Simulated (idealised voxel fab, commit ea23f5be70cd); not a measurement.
The process module that follows is named voxel gate over fins.
FYI the section here is cut, 190 nm wide, cells are 5 nm squares.
Bands, listed from the top down, are how a cross-section gets written in this document; the cross-section itself is a grid of square cells, and a band is one or more rows of them.
First you get the band's top height and its bottom height, in nm, and then the materials it's made of, left to right, with each width in nm. If you see a single material with "everywhere", that one covers the band edge to edge. "air" is empty space.
Height is counted from the level 0, under which the received wafer is composed throughout of one material. The lowest of the bands is not closed at the bottom but continues downward, in the notation "from 0 down".
The notation "30->40" denotes a width that varies across the rows of cells in the band, beginning at the first number in the top row, finishing at the second number in the bottom row, and changing by an identical amount from each row to the next.
You'll sometimes find "nothing different" written for a step, and that's the way of saying that nowhere in the cross-section did a cell change during that step.
In "Cavities, closed" the enclosed voids are listed, meaning empty spaces of 8 cells or larger without any opening to the top. The form is width x height at distance, distance from the left edge, units nm.
Post-settings text on a step line: simulator's own remark regarding the step.
Steps that use a mask can have "overlay nm" on their line. It says how far the mask sat to the right of where it was meant to be. Negative means to the left.

The process steps that were planned are listed below
1. RECEIVE: material Si
2. CONFORMAL_DEP: material SiN, thk nm 10
3. PATTERN: tone cover, mask id FINS, material resist, width nm 15, pitch nm 50, thk nm 20, overlay nm 0
4. DIRECTIONAL_ETCH: etch materials SiN, depth nm 10
5. DIRECTIONAL_ETCH: etch materials Si, depth nm 30
6. STRIP: etch materials resist
7. FILL_DEP: material SiO2, thk nm 5
8. CMP: height nm 10
9. PATTERN: tone open, mask id RAIL, material resist, width nm 15, thk nm 15, overlay nm 0
10. DIRECTIONAL_ETCH: etch materials SiO2, depth nm 35
11. STRIP: etch materials resist
12. CONFORMAL_DEP: material TiN, thk nm 5
13. FILL_DEP: material Ru, thk nm 5
14. CMP: height nm 10
15. SELECTIVE_ETCH: etch materials W Ru TiN, depth nm 25
16. FILL_DEP: material SiO2, thk nm 5
17. CMP: height nm 10
18. SELECTIVE_ETCH: etch materials SiO2, depth nm 20
19. STRIP: etch materials SiN
20. CONFORMAL_DEP: material HfO2, thk nm 5
21. CONFORMAL_DEP: material TiN, thk nm 5
22. FILL_DEP: material W, thk nm 10
23. CMP: height nm 15
24. CONFORMAL_DEP: material SiCN, thk nm 10

Cross-sectional view of the wafer in its as-received condition, corresponding to the state after step 1
> from 0 down = Si everywhere
> Cavities, closed: none

End state of the module in cross-section, given the above starting point and plan and one mistake in execution
> from 25 to 15 = SiCN everywhere
> from 15 to 10 = W everywhere
> from 10 to 5 = TiN everywhere
> from 5 to 0 = 65 HfO2  5 TiN  45 HfO2  5 TiN  70 HfO2
> from 0 to -5 = 60 Si  5 HfO2  5 TiN  5 HfO2  35 Si  5 HfO2  5 TiN  5 HfO2  65 Si
> from -5 to -10 = 60 Si  15 HfO2  35 Si  15 HfO2  65 Si
> from -10 to -30 = 60 Si  15 SiO2  35 Si  15 SiO2  65 Si
> from -30 down = Si everywhere
> Cavities, closed: none
Nonconformance to the process plan: step 3 was not run as planned; what actually ran was PATTERN: tone open, mask id FINS, material resist, width nm 15, pitch nm 50, thk nm 20, overlay nm 0
